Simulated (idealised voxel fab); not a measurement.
This is a process module. Its name is voxel wiring stack.
Cross-section cut: width 295 nm, square cells of 5 nm.
This document writes a cross-section as a grid whose cells are square, and gives it as bands, listed from the top down; one or more rows of cells form a band. Per band: top height and bottom height in nm, followed by the left-to-right materials and their widths in nm; "all across" marks a single material spanning edge to edge, "empty" marks empty space. Note: height 0 marks the level under which the wafer is uniformly one material as received. Lowest band unbounded below, written "0 down". Width "30..40": first value at the band's top row of cells, second value at its bottom row, equal change from row to row. You'll sometimes find "no change occurred" written for a step, and that's the way of saying that nowhere in the cross-section did a cell change during that step. Closed internal voids: empty space of 8 cells or more with no open way to the top, each as width x height at its distance from the left edge, in nm. Where a step's line continues beyond its settings, the continuation is a remark by the simulator itself on that step. If you see "overlay nm" on a step's line and that step has a mask, it's telling you how far right of where it was planned the mask ended up; a negative number means it went left instead.

## Set out below are the planned steps of the process
1. RECEIVE | material Si
2. CONFORMAL_DEP | material SiO2 | thk nm 15
3. CONFORMAL_DEP | material SiN | thk nm 5
4. DIRECTIONAL_DEP | material lowk | thk nm 15
5. PATTERN | tone open | mask id METAL_1 | material resist | width nm 25 | pitch nm 55 | thk nm 15 | overlay nm 0
6. DIRECTIONAL_ETCH | etch materials lowk | depth nm 15
7. DIRECTIONAL_ETCH | etch materials SiN | depth nm 5
8. STRIP | etch materials resist
9. CONFORMAL_DEP | material TiN | thk nm 5
10. FILL_DEP | material Cu | thk nm 10
11. CMP | height nm 35
12. CONFORMAL_DEP | material SiCN | thk nm 5
13. DIRECTIONAL_DEP | material lowk | thk nm 10
14. PATTERN | tone open | mask id PLUG_1 | material resist | width nm 15 | pitch nm 55 | thk nm 20 | overlay nm 0
15. DIRECTIONAL_ETCH | etch materials lowk | depth nm 10
16. DIRECTIONAL_ETCH | etch materials SiCN | depth nm 5
17. STRIP | etch materials resist
18. EPI | material Ru | thk nm 10
19. EPI | material Ru | thk nm 5
20. CONFORMAL_DEP | material SiCN | thk nm 5
21. DIRECTIONAL_DEP | material SiO2 | thk nm 25
22. PATTERN | tone open | mask id METAL_2 | material resist | width nm 25 | pitch nm 55 | thk nm 15 | overlay nm 0
23. DIRECTIONAL_ETCH | etch materials SiO2 | depth nm 25
24. DIRECTIONAL_ETCH | etch materials SiCN | depth nm 5
25. STRIP | etch materials resist
26. CONFORMAL_DEP | material TiN | thk nm 5
27. FILL_DEP | material Ru | thk nm 5
28. CMP | height nm 80
29. CONFORMAL_DEP | material SiCN | thk nm 5
30. DIRECTIONAL_DEP | material SiO2 | thk nm 20
31. MASKED_ETCH | tone open | mask id PLUG_2 | width nm 15 | pitch nm 110 | etch materials SiO2 | depth nm 20 | overlay nm 0
32. MASKED_ETCH | tone open | mask id PLUG_2 | width nm 15 | pitch nm 110 | etch materials SiCN | depth nm 5 | overlay nm 0
33. EPI | material Ru | thk nm 10
34. EPI | material Ru | thk nm 10
35. EPI | material Ru | thk nm 5
36. CONFORMAL_DEP | material SiCN | thk nm 5
37. DIRECTIONAL_DEP | material lowk | thk nm 20
38. MASKED_ETCH | tone open | mask id METAL_3 | width nm 25 | pitch nm 55 | etch materials lowk | depth nm 20 | overlay nm 0
39. MASKED_ETCH | tone open | mask id METAL_3 | width nm 25 | pitch nm 55 | etch materials SiCN | depth nm 5 | overlay nm 0
40. CONFORMAL_DEP | material TiN | thk nm 5
41. FILL_DEP | material W | thk nm 10
42. CMP | height nm 130
43. CONFORMAL_DEP | material SiCN | thk nm 5
44. DIRECTIONAL_DEP | material SiO2 | thk nm 35
45. MASKED_ETCH | tone open | mask id METAL_4_HOLES | width nm 15 | pitch nm 55 | etch materials SiO2 | depth nm 35 | overlay nm 0
46. PATTERN | tone open | mask id METAL_4 | material resist | width nm 25 | pitch nm 55 | thk nm 20 | overlay nm 0
47. DIRECTIONAL_ETCH | etch materials SiO2 | depth nm 20
48. DIRECTIONAL_ETCH | etch materials SiCN | depth nm 5
49. STRIP | etch materials resist
50. CONFORMAL_DEP | material TiN | thk nm 5
51. FILL_DEP | material Ru | thk nm 10
52. CMP | height nm 170
53. CONFORMAL_DEP | material SiCN | thk nm 5

## First of two wafers, with the run carried out as planned

## Received-state cross-section, reflecting completion of step 1
	0 down = Si all across
	Closed internal voids: none

## Take a look at the wafer's cross-section after step 2
	15 to 0 = SiO2 all across
	Unchanged below 0.

## Take a look at the wafer's cross-section after step 3
	20 to 15 = SiN all across
	Unchanged below 15.

## Take a look at the wafer's cross-section after step 4
	35 to 20 = lowk all across
	Unchanged below 20.

## Take a look at the wafer's cross-section after step 5
	50 to 35 = resist 80  empty 25  resist 30  empty 25  resist 30  empty 25  resist 80
	Unchanged below 35.

## Take a look at the wafer's cross-section after step 6
	50 to 35 = resist 80  empty 25  resist 30  empty 25  resist 30  empty 25  resist 80
	35 to 20 = lowk 80  empty 25  lowk 30  empty 25  lowk 30  empty 25  lowk 80
	Unchanged below 20.

## Take a look at the wafer's cross-section after step 7
	50 to 35 = resist 80  empty 25  resist 30  empty 25  resist 30  empty 25  resist 80
	35 to 20 = lowk 80  empty 25  lowk 30  empty 25  lowk 30  empty 25  lowk 80
	20 to 15 = SiN 80  empty 25  SiN 30  empty 25  SiN 30  empty 25  SiN 80
	Unchanged below 15.

## Take a look at the wafer's cross-section after step 8
	35 to 20 = lowk 80  empty 25  lowk 30  empty 25  lowk 30  empty 25  lowk 80
	Unchanged below 20.

## Take a look at the wafer's cross-section after step 9
	40 to 35 = TiN 85  empty 15  TiN 40  empty 15  TiN 40  empty 15  TiN 85
	35 to 20 = lowk 80  TiN 5  empty 15  TiN 5  lowk 30  TiN 5  empty 15  TiN 5  lowk 30  TiN 5  empty 15  TiN 5  lowk 80
	20 to 15 = SiN 80  TiN 25  SiN 30  TiN 25  SiN 30  TiN 25  SiN 80
	Unchanged below 15.

## Take a look at the wafer's cross-section after step 10
	50 to 40 = Cu all across
	40 to 35 = TiN 85  Cu 15  TiN 40  Cu 15  TiN 40  Cu 15  TiN 85
	35 to 20 = lowk 80  TiN 5  Cu 15  TiN 5  lowk 30  TiN 5  Cu 15  TiN 5  lowk 30  TiN 5  Cu 15  TiN 5  lowk 80
	Unchanged below 20.

## Take a look at the wafer's cross-section after step 11
	35 to 20 = lowk 80  TiN 5  Cu 15  TiN 5  lowk 30  TiN 5  Cu 15  TiN 5  lowk 30  TiN 5  Cu 15  TiN 5  lowk 80
	Unchanged below 20.

## Take a look at the wafer's cross-section after step 12
	40 to 35 = SiCN all across
	Unchanged below 35.

## Take a look at the wafer's cross-section after step 13
	50 to 40 = lowk all across
	Unchanged below 40.

## Take a look at the wafer's cross-section after step 14
	70 to 50 = resist 80  empty 15  resist 40  empty 15  resist 40  empty 15  resist 90
	Unchanged below 50.

## Take a look at the wafer's cross-section after step 15
	70 to 50 = resist 80  empty 15  resist 40  empty 15  resist 40  empty 15  resist 90
	50 to 40 = lowk 80  empty 15  lowk 40  empty 15  lowk 40  empty 15  lowk 90
	Unchanged below 40.

## Take a look at the wafer's cross-section after step 16
	70 to 50 = resist 80  empty 15  resist 40  empty 15  resist 40  empty 15  resist 90
	50 to 40 = lowk 80  empty 15  lowk 40  empty 15  lowk 40  empty 15  lowk 90
	40 to 35 = SiCN 80  empty 15  SiCN 40  empty 15  SiCN 40  empty 15  SiCN 90
	Unchanged below 35.

## Take a look at the wafer's cross-section after step 17
	50 to 40 = lowk 80  empty 15  lowk 40  empty 15  lowk 40  empty 15  lowk 90
	Unchanged below 40.

## Take a look at the wafer's cross-section after step 18
	50 to 45 = lowk 80  empty 15  lowk 40  empty 15  lowk 40  empty 15  lowk 90
	45 to 40 = lowk 80  Ru 15  lowk 40  Ru 15  lowk 40  Ru 15  lowk 90
	40 to 35 = SiCN 80  Ru 15  SiCN 40  Ru 15  SiCN 40  Ru 15  SiCN 90
	Unchanged below 35.

## Take a look at the wafer's cross-section after step 19
	50 to 40 = lowk 80  Ru 15  lowk 40  Ru 15  lowk 40  Ru 15  lowk 90
	Unchanged below 40.

## Take a look at the wafer's cross-section after step 20
	55 to 50 = SiCN all across
	Unchanged below 50.

## Take a look at the wafer's cross-section after step 21
	80 to 55 = SiO2 all across
	Unchanged below 55.

## Take a look at the wafer's cross-section after step 22
	95 to 80 = resist 80  empty 25  resist 30  empty 25  resist 30  empty 25  resist 80
	Unchanged below 80.

## Take a look at the wafer's cross-section after step 23
	95 to 80 = resist 80  empty 25  resist 30  empty 25  resist 30  empty 25  resist 80
	80 to 55 = SiO2 80  empty 25  SiO2 30  empty 25  SiO2 30  empty 25  SiO2 80
	Unchanged below 55.

## Take a look at the wafer's cross-section after step 24
	95 to 80 = resist 80  empty 25  resist 30  empty 25  resist 30  empty 25  resist 80
	80 to 55 = SiO2 80  empty 25  SiO2 30  empty 25  SiO2 30  empty 25  SiO2 80
	55 to 50 = SiCN 80  empty 25  SiCN 30  empty 25  SiCN 30  empty 25  SiCN 80
	Unchanged below 50.

## Take a look at the wafer's cross-section after step 25
	80 to 55 = SiO2 80  empty 25  SiO2 30  empty 25  SiO2 30  empty 25  SiO2 80
	Unchanged below 55.

## Take a look at the wafer's cross-section after step 26
	85 to 80 = TiN 85  empty 15  TiN 40  empty 15  TiN 40  empty 15  TiN 85
	80 to 55 = SiO2 80  TiN 5  empty 15  TiN 5  SiO2 30  TiN 5  empty 15  TiN 5  SiO2 30  TiN 5  empty 15  TiN 5  SiO2 80
	55 to 50 = SiCN 80  TiN 25  SiCN 30  TiN 25  SiCN 30  TiN 25  SiCN 80
	Unchanged below 50.

## Take a look at the wafer's cross-section after step 27
	90 to 85 = Ru all across
	85 to 80 = TiN 85  Ru 15  TiN 40  Ru 15  TiN 40  Ru 15  TiN 85
	80 to 55 = SiO2 80  TiN 5  Ru 15  TiN 5  SiO2 30  TiN 5  Ru 15  TiN 5  SiO2 30  TiN 5  Ru 15  TiN 5  SiO2 80
	Unchanged below 55.

## Take a look at the wafer's cross-section after step 28
	80 to 55 = SiO2 80  TiN 5  Ru 15  TiN 5  SiO2 30  TiN 5  Ru 15  TiN 5  SiO2 30  TiN 5  Ru 15  TiN 5  SiO2 80
	Unchanged below 55.

## Take a look at the wafer's cross-section after step 29
	85 to 80 = SiCN all across
	Unchanged below 80.

## Take a look at the wafer's cross-section after step 30
	105 to 85 = SiO2 all across
	Unchanged below 85.

## Take a look at the wafer's cross-section after step 31
	105 to 85 = SiO2 80  empty 15  SiO2 95  empty 15  SiO2 90
	Unchanged below 85.

## Take a look at the wafer's cross-section after step 32
	105 to 85 = SiO2 80  empty 15  SiO2 95  empty 15  SiO2 90
	85 to 80 = SiCN 80  empty 15  SiCN 95  empty 15  SiCN 90
	Unchanged below 80.

## Take a look at the wafer's cross-section after step 33
	105 to 90 = SiO2 80  empty 15  SiO2 95  empty 15  SiO2 90
	90 to 85 = SiO2 80  Ru 15  SiO2 95  Ru 15  SiO2 90
	85 to 80 = SiCN 80  Ru 15  SiCN 95  Ru 15  SiCN 90
	Unchanged below 80.

## Take a look at the wafer's cross-section after step 34
	105 to 100 = SiO2 80  empty 15  SiO2 95  empty 15  SiO2 90
	100 to 85 = SiO2 80  Ru 15  SiO2 95  Ru 15  SiO2 90
	Unchanged below 85.

## Take a look at the wafer's cross-section after step 35
	105 to 85 = SiO2 80  Ru 15  SiO2 95  Ru 15  SiO2 90
	Unchanged below 85.

## Take a look at the wafer's cross-section after step 36
	110 to 105 = SiCN all across
	Unchanged below 105.

## Take a look at the wafer's cross-section after step 37
	130 to 110 = lowk all across
	Unchanged below 110.

## Take a look at the wafer's cross-section after step 38
	130 to 110 = lowk 80  empty 25  lowk 30  empty 25  lowk 30  empty 25  lowk 80
	Unchanged below 110.

## Take a look at the wafer's cross-section after step 39
	130 to 110 = lowk 80  empty 25  lowk 30  empty 25  lowk 30  empty 25  lowk 80
	110 to 105 = SiCN 80  empty 25  SiCN 30  empty 25  SiCN 30  empty 25  SiCN 80
	Unchanged below 105.

## Take a look at the wafer's cross-section after step 40
	135 to 130 = TiN 85  empty 15  TiN 40  empty 15  TiN 40  empty 15  TiN 85
	130 to 110 = lowk 80  TiN 5  empty 15  TiN 5  lowk 30  TiN 5  empty 15  TiN 5  lowk 30  TiN 5  empty 15  TiN 5  lowk 80
	110 to 105 = SiCN 80  TiN 25  SiCN 30  TiN 25  SiCN 30  TiN 25  SiCN 80
	Unchanged below 105.

## Take a look at the wafer's cross-section after step 41
	145 to 135 = W all across
	135 to 130 = TiN 85  W 15  TiN 40  W 15  TiN 40  W 15  TiN 85
	130 to 110 = lowk 80  TiN 5  W 15  TiN 5  lowk 30  TiN 5  W 15  TiN 5  lowk 30  TiN 5  W 15  TiN 5  lowk 80
	Unchanged below 110.

## Take a look at the wafer's cross-section after step 42
	130 to 110 = lowk 80  TiN 5  W 15  TiN 5  lowk 30  TiN 5  W 15  TiN 5  lowk 30  TiN 5  W 15  TiN 5  lowk 80
	Unchanged below 110.

## Take a look at the wafer's cross-section after step 43
	135 to 130 = SiCN all across
	Unchanged below 130.

## Take a look at the wafer's cross-section after step 44
	170 to 135 = SiO2 all across
	Unchanged below 135.

## Take a look at the wafer's cross-section after step 45
	170 to 135 = SiO2 80  empty 15  SiO2 40  empty 15  SiO2 40  empty 15  SiO2 90
	Unchanged below 135.

## Take a look at the wafer's cross-section after step 46
	190 to 170 = resist 80  empty 25  resist 30  empty 25  resist 30  empty 25  resist 80
	Unchanged below 170.

## Take a look at the wafer's cross-section after step 47
	190 to 170 = resist 80  empty 25  resist 30  empty 25  resist 30  empty 25  resist 80
	170 to 150 = SiO2 80  empty 25  SiO2 30  empty 25  SiO2 30  empty 25  SiO2 80
	Unchanged below 150.

## Take a look at the wafer's cross-section after step 48
	190 to 170 = resist 80  empty 25  resist 30  empty 25  resist 30  empty 25  resist 80
	170 to 150 = SiO2 80  empty 25  SiO2 30  empty 25  SiO2 30  empty 25  SiO2 80
	150 to 135 = SiO2 80  empty 15  SiO2 40  empty 15  SiO2 40  empty 15  SiO2 90
	135 to 130 = SiCN 80  empty 15  SiCN 40  empty 15  SiCN 40  empty 15  SiCN 90
	Unchanged below 130.

## Take a look at the wafer's cross-section after step 49
	170 to 150 = SiO2 80  empty 25  SiO2 30  empty 25  SiO2 30  empty 25  SiO2 80
	Unchanged below 150.

## Take a look at the wafer's cross-section after step 50
	175 to 170 = TiN 85  empty 15  TiN 40  empty 15  TiN 40  empty 15  TiN 85
	170 to 155 = SiO2 80  TiN 5  empty 15  TiN 5  SiO2 30  TiN 5  empty 15  TiN 5  SiO2 30  TiN 5  empty 15  TiN 5  SiO2 80
	155 to 150 = SiO2 80  TiN 5  empty 5  TiN 15  SiO2 30  TiN 5  empty 5  TiN 15  SiO2 30  TiN 5  empty 5  TiN 15  SiO2 80
	150 to 135 = SiO2 80  TiN 5  empty 5  TiN 5  SiO2 40  TiN 5  empty 5  TiN 5  SiO2 40  TiN 5  empty 5  TiN 5  SiO2 90
	135 to 130 = SiCN 80  TiN 15  SiCN 40  TiN 15  SiCN 40  TiN 15  SiCN 90
	Unchanged below 130.

## Take a look at the wafer's cross-section after step 51
	185 to 175 = Ru all across
	175 to 170 = TiN 85  Ru 15  TiN 40  Ru 15  TiN 40  Ru 15  TiN 85
	170 to 155 = SiO2 80  TiN 5  Ru 15  TiN 5  SiO2 30  TiN 5  Ru 15  TiN 5  SiO2 30  TiN 5  Ru 15  TiN 5  SiO2 80
	155 to 150 = SiO2 80  TiN 5  Ru 5  TiN 15  SiO2 30  TiN 5  Ru 5  TiN 15  SiO2 30  TiN 5  Ru 5  TiN 15  SiO2 80
	150 to 135 = SiO2 80  TiN 5  Ru 5  TiN 5  SiO2 40  TiN 5  Ru 5  TiN 5  SiO2 40  TiN 5  Ru 5  TiN 5  SiO2 90
	Unchanged below 135.

## Take a look at the wafer's cross-section after step 52
	170 to 155 = SiO2 80  TiN 5  Ru 15  TiN 5  SiO2 30  TiN 5  Ru 15  TiN 5  SiO2 30  TiN 5  Ru 15  TiN 5  SiO2 80
	Unchanged below 155.

## Take a look at the wafer's cross-section after step 53
	175 to 170 = SiCN all across
	Unchanged below 170.

## The remaining wafer, second of the two, started like the first and was run to the same plan, except that one mistake was made along the way; the two coincide through step 13, inclusive

## Second wafer: cross-section at the scheduled end of step 14
	70 to 50 = empty 80  resist 15  empty 40  resist 15  empty 40  resist 15  empty 90
	Unchanged below 50.

## Second wafer: cross-section at the scheduled end of step 15
	70 to 50 = empty 80  resist 15  empty 40  resist 15  empty 40  resist 15  empty 90
	50 to 40 = empty 80  lowk 15  empty 40  lowk 15  empty 40  lowk 15  empty 90
	Unchanged below 40.

## Second wafer: cross-section at the scheduled end of step 16
	70 to 50 = empty 80  resist 15  empty 40  resist 15  empty 40  resist 15  empty 90
	50 to 40 = empty 80  lowk 15  empty 40  lowk 15  empty 40  lowk 15  empty 90
	40 to 35 = empty 80  SiCN 15  empty 40  SiCN 15  empty 40  SiCN 15  empty 90
	Unchanged below 35.

## Second wafer: cross-section at the scheduled end of step 17
	50 to 40 = empty 80  lowk 15  empty 40  lowk 15  empty 40  lowk 15  empty 90
	Unchanged below 40.

## Second wafer: cross-section at the scheduled end of step 18
	50 to 45 = empty 80  lowk 15  empty 40  lowk 15  empty 40  lowk 15  empty 90
	45 to 40 = empty 80  lowk 15  Ru 20  empty 20  lowk 15  Ru 20  empty 20  lowk 15  Ru 20  empty 70
	40 to 35 = empty 80  SiCN 15  Ru 20  empty 20  SiCN 15  Ru 20  empty 20  SiCN 15  Ru 20  empty 70
	Unchanged below 35.

## Second wafer: cross-section at the scheduled end of step 19
	50 to 40 = empty 80  lowk 15  Ru 25  empty 15  lowk 15  Ru 25  empty 15  lowk 15  Ru 25  empty 65
	40 to 35 = empty 80  SiCN 15  Ru 25  empty 15  SiCN 15  Ru 25  empty 15  SiCN 15  Ru 25  empty 65
	Unchanged below 35.

## Second wafer: cross-section at the scheduled end of step 20
	55 to 50 = empty 75  SiCN 50  empty 5  SiCN 50  empty 5  SiCN 50  empty 60
	50 to 40 = empty 75  SiCN 5  lowk 15  Ru 25  SiCN 5  empty 5  SiCN 5  lowk 15  Ru 25  SiCN 5  empty 5  SiCN 5  lowk 15  Ru 25  SiCN 5  empty 60
	40 to 35 = SiCN 95  Ru 25  SiCN 30  Ru 25  SiCN 30  Ru 25  SiCN 65
	Unchanged below 35.

## Second wafer: cross-section at the scheduled end of step 21
	80 to 65 = empty 75  SiO2 50  empty 5  SiO2 50  empty 5  SiO2 50  empty 60
	65 to 55 = SiO2 all across
	55 to 50 = SiO2 75  SiCN 50  SiO2 5  SiCN 50  SiO2 5  SiCN 50  SiO2 60
	50 to 40 = SiO2 75  SiCN 5  lowk 15  Ru 25  SiCN 5  SiO2 5  SiCN 5  lowk 15  Ru 25  SiCN 5  SiO2 5  SiCN 5  lowk 15  Ru 25  SiCN 5  SiO2 60
	Unchanged below 40.

## Second wafer: cross-section at the scheduled end of step 22
	95 to 80 = resist 80  empty 25  resist 30  empty 25  resist 30  empty 25  resist 80
	80 to 65 = resist 75  SiO2 50  resist 5  SiO2 50  resist 5  SiO2 50  resist 60
	Unchanged below 65.

## Second wafer: cross-section at the scheduled end of step 23
	95 to 80 = resist 80  empty 25  resist 30  empty 25  resist 30  empty 25  resist 80
	80 to 65 = resist 75  SiO2 5  empty 25  SiO2 20  resist 5  SiO2 5  empty 25  SiO2 20  resist 5  SiO2 5  empty 25  SiO2 20  resist 60
	65 to 55 = SiO2 80  empty 25  SiO2 30  empty 25  SiO2 30  empty 25  SiO2 80
	Unchanged below 55.

## Second wafer: cross-section at the scheduled end of step 24
	95 to 80 = resist 80  empty 25  resist 30  empty 25  resist 30  empty 25  resist 80
	80 to 65 = resist 75  SiO2 5  empty 25  SiO2 20  resist 5  SiO2 5  empty 25  SiO2 20  resist 5  SiO2 5  empty 25  SiO2 20  resist 60
	65 to 55 = SiO2 80  empty 25  SiO2 30  empty 25  SiO2 30  empty 25  SiO2 80
	55 to 50 = SiO2 75  SiCN 5  empty 25  SiCN 20  SiO2 5  SiCN 5  empty 25  SiCN 20  SiO2 5  SiCN 5  empty 25  SiCN 20  SiO2 60
	Unchanged below 50.

## Second wafer: cross-section at the scheduled end of step 25
	80 to 65 = empty 75  SiO2 5  empty 25  SiO2 20  empty 5  SiO2 5  empty 25  SiO2 20  empty 5  SiO2 5  empty 25  SiO2 20  empty 60
	Unchanged below 65.

## Second wafer: cross-section at the scheduled end of step 26
	85 to 80 = empty 70  TiN 15  empty 15  TiN 40  empty 15  TiN 40  empty 15  TiN 30  empty 55
	80 to 70 = empty 70  TiN 5  SiO2 5  TiN 5  empty 15  TiN 5  SiO2 20  TiN 5  SiO2 5  TiN 5  empty 15  TiN 5  SiO2 20  TiN 5  SiO2 5  TiN 5  empty 15  TiN 5  SiO2 20  TiN 5  empty 55
	70 to 65 = TiN 75  SiO2 5  TiN 5  empty 15  TiN 5  SiO2 20  TiN 5  SiO2 5  TiN 5  empty 15  TiN 5  SiO2 20  TiN 5  SiO2 5  TiN 5  empty 15  TiN 5  SiO2 20  TiN 60
	65 to 55 = SiO2 80  TiN 5  empty 15  TiN 5  SiO2 30  TiN 5  empty 15  TiN 5  SiO2 30  TiN 5  empty 15  TiN 5  SiO2 80
	55 to 50 = SiO2 75  SiCN 5  TiN 25  SiCN 20  SiO2 5  SiCN 5  TiN 25  SiCN 20  SiO2 5  SiCN 5  TiN 25  SiCN 20  SiO2 60
	Unchanged below 50.

## Second wafer: cross-section at the scheduled end of step 27
	90 to 85 = Ru all across
	85 to 80 = Ru 70  TiN 15  Ru 15  TiN 40  Ru 15  TiN 40  Ru 15  TiN 30  Ru 55
	80 to 70 = Ru 70  TiN 5  SiO2 5  TiN 5  Ru 15  TiN 5  SiO2 20  TiN 5  SiO2 5  TiN 5  Ru 15  TiN 5  SiO2 20  TiN 5  SiO2 5  TiN 5  Ru 15  TiN 5  SiO2 20  TiN 5  Ru 55
	70 to 65 = TiN 75  SiO2 5  TiN 5  Ru 15  TiN 5  SiO2 20  TiN 5  SiO2 5  TiN 5  Ru 15  TiN 5  SiO2 20  TiN 5  SiO2 5  TiN 5  Ru 15  TiN 5  SiO2 20  TiN 60
	65 to 55 = SiO2 80  TiN 5  Ru 15  TiN 5  SiO2 30  TiN 5  Ru 15  TiN 5  SiO2 30  TiN 5  Ru 15  TiN 5  SiO2 80
	Unchanged below 55.

## Second wafer: cross-section at the scheduled end of step 28
	80 to 70 = Ru 70  TiN 5  SiO2 5  TiN 5  Ru 15  TiN 5  SiO2 20  TiN 5  SiO2 5  TiN 5  Ru 15  TiN 5  SiO2 20  TiN 5  SiO2 5  TiN 5  Ru 15  TiN 5  SiO2 20  TiN 5  Ru 55
	Unchanged below 70.

## Second wafer: cross-section at the scheduled end of step 29
	85 to 80 = SiCN all across
	Unchanged below 80.

## Second wafer: cross-section at the scheduled end of step 30
	105 to 85 = SiO2 all across
	Unchanged below 85.

## Second wafer: cross-section at the scheduled end of step 31
	105 to 85 = SiO2 80  empty 15  SiO2 95  empty 15  SiO2 90
	Unchanged below 85.

## Second wafer: cross-section at the scheduled end of step 32
	105 to 85 = SiO2 80  empty 15  SiO2 95  empty 15  SiO2 90
	85 to 80 = SiCN 80  empty 15  SiCN 95  empty 15  SiCN 90
	Unchanged below 80.

## Second wafer: cross-section at the scheduled end of step 33
	105 to 90 = SiO2 80  empty 15  SiO2 95  empty 15  SiO2 90
	90 to 85 = SiO2 80  Ru 15  SiO2 95  Ru 15  SiO2 90
	85 to 80 = SiCN 80  Ru 15  SiCN 95  Ru 15  SiCN 90
	Unchanged below 80.

## Second wafer: cross-section at the scheduled end of step 34
	105 to 100 = SiO2 80  empty 15  SiO2 95  empty 15  SiO2 90
	100 to 85 = SiO2 80  Ru 15  SiO2 95  Ru 15  SiO2 90
	Unchanged below 85.

## Second wafer: cross-section at the scheduled end of step 35
	105 to 85 = SiO2 80  Ru 15  SiO2 95  Ru 15  SiO2 90
	Unchanged below 85.

## Second wafer: cross-section at the scheduled end of step 36
	110 to 105 = SiCN all across
	Unchanged below 105.

## Second wafer: cross-section at the scheduled end of step 37
	130 to 110 = lowk all across
	Unchanged below 110.

## Second wafer: cross-section at the scheduled end of step 38
	130 to 110 = lowk 80  empty 25  lowk 30  empty 25  lowk 30  empty 25  lowk 80
	Unchanged below 110.

## Second wafer: cross-section at the scheduled end of step 39
	130 to 110 = lowk 80  empty 25  lowk 30  empty 25  lowk 30  empty 25  lowk 80
	110 to 105 = SiCN 80  empty 25  SiCN 30  empty 25  SiCN 30  empty 25  SiCN 80
	Unchanged below 105.

## Second wafer: cross-section at the scheduled end of step 40
	135 to 130 = TiN 85  empty 15  TiN 40  empty 15  TiN 40  empty 15  TiN 85
	130 to 110 = lowk 80  TiN 5  empty 15  TiN 5  lowk 30  TiN 5  empty 15  TiN 5  lowk 30  TiN 5  empty 15  TiN 5  lowk 80
	110 to 105 = SiCN 80  TiN 25  SiCN 30  TiN 25  SiCN 30  TiN 25  SiCN 80
	Unchanged below 105.

## Second wafer: cross-section at the scheduled end of step 41
	145 to 135 = W all across
	135 to 130 = TiN 85  W 15  TiN 40  W 15  TiN 40  W 15  TiN 85
	130 to 110 = lowk 80  TiN 5  W 15  TiN 5  lowk 30  TiN 5  W 15  TiN 5  lowk 30  TiN 5  W 15  TiN 5  lowk 80
	Unchanged below 110.

## Second wafer: cross-section at the scheduled end of step 42
	130 to 110 = lowk 80  TiN 5  W 15  TiN 5  lowk 30  TiN 5  W 15  TiN 5  lowk 30  TiN 5  W 15  TiN 5  lowk 80
	Unchanged below 110.

## Second wafer: cross-section at the scheduled end of step 43
	135 to 130 = SiCN all across
	Unchanged below 130.

## Second wafer: cross-section at the scheduled end of step 44
	170 to 135 = SiO2 all across
	Unchanged below 135.

## Second wafer: cross-section at the scheduled end of step 45
	170 to 135 = SiO2 80  empty 15  SiO2 40  empty 15  SiO2 40  empty 15  SiO2 90
	Unchanged below 135.

## Second wafer: cross-section at the scheduled end of step 46
	190 to 170 = resist 80  empty 25  resist 30  empty 25  resist 30  empty 25  resist 80
	Unchanged below 170.

## Second wafer: cross-section at the scheduled end of step 47
	190 to 170 = resist 80  empty 25  resist 30  empty 25  resist 30  empty 25  resist 80
	170 to 150 = SiO2 80  empty 25  SiO2 30  empty 25  SiO2 30  empty 25  SiO2 80
	Unchanged below 150.

## Second wafer: cross-section at the scheduled end of step 48
	190 to 170 = resist 80  empty 25  resist 30  empty 25  resist 30  empty 25  resist 80
	170 to 150 = SiO2 80  empty 25  SiO2 30  empty 25  SiO2 30  empty 25  SiO2 80
	150 to 135 = SiO2 80  empty 15  SiO2 40  empty 15  SiO2 40  empty 15  SiO2 90
	135 to 130 = SiCN 80  empty 15  SiCN 40  empty 15  SiCN 40  empty 15  SiCN 90
	Unchanged below 130.

## Second wafer: cross-section at the scheduled end of step 49
	170 to 150 = SiO2 80  empty 25  SiO2 30  empty 25  SiO2 30  empty 25  SiO2 80
	Unchanged below 150.

## Second wafer: cross-section at the scheduled end of step 50
	175 to 170 = TiN 85  empty 15  TiN 40  empty 15  TiN 40  empty 15  TiN 85
	170 to 155 = SiO2 80  TiN 5  empty 15  TiN 5  SiO2 30  TiN 5  empty 15  TiN 5  SiO2 30  TiN 5  empty 15  TiN 5  SiO2 80
	155 to 150 = SiO2 80  TiN 5  empty 5  TiN 15  SiO2 30  TiN 5  empty 5  TiN 15  SiO2 30  TiN 5  empty 5  TiN 15  SiO2 80
	150 to 135 = SiO2 80  TiN 5  empty 5  TiN 5  SiO2 40  TiN 5  empty 5  TiN 5  SiO2 40  TiN 5  empty 5  TiN 5  SiO2 90
	135 to 130 = SiCN 80  TiN 15  SiCN 40  TiN 15  SiCN 40  TiN 15  SiCN 90
	Unchanged below 130.

## Second wafer: cross-section at the scheduled end of step 51
	185 to 175 = Ru all across
	175 to 170 = TiN 85  Ru 15  TiN 40  Ru 15  TiN 40  Ru 15  TiN 85
	170 to 155 = SiO2 80  TiN 5  Ru 15  TiN 5  SiO2 30  TiN 5  Ru 15  TiN 5  SiO2 30  TiN 5  Ru 15  TiN 5  SiO2 80
	155 to 150 = SiO2 80  TiN 5  Ru 5  TiN 15  SiO2 30  TiN 5  Ru 5  TiN 15  SiO2 30  TiN 5  Ru 5  TiN 15  SiO2 80
	150 to 135 = SiO2 80  TiN 5  Ru 5  TiN 5  SiO2 40  TiN 5  Ru 5  TiN 5  SiO2 40  TiN 5  Ru 5  TiN 5  SiO2 90
	Unchanged below 135.

## Second wafer: cross-section at the scheduled end of step 52
	170 to 155 = SiO2 80  TiN 5  Ru 15  TiN 5  SiO2 30  TiN 5  Ru 15  TiN 5  SiO2 30  TiN 5  Ru 15  TiN 5  SiO2 80
	Unchanged below 155.

## Second wafer: cross-section at the scheduled end of step 53
	175 to 170 = SiCN all across
	Unchanged below 170.
What was done differently from what was planned? planned and actual differ for step 14; actual: PATTERN | tone cover | mask id PLUG_1 | material resist | width nm 15 | pitch nm 55 | thk nm 20 | overlay nm 0
The second wafer ends with more or fewer cells of some materials than the first, per final count: +68 Ru, -23 SiCN, +37 TiN, -82 lowk
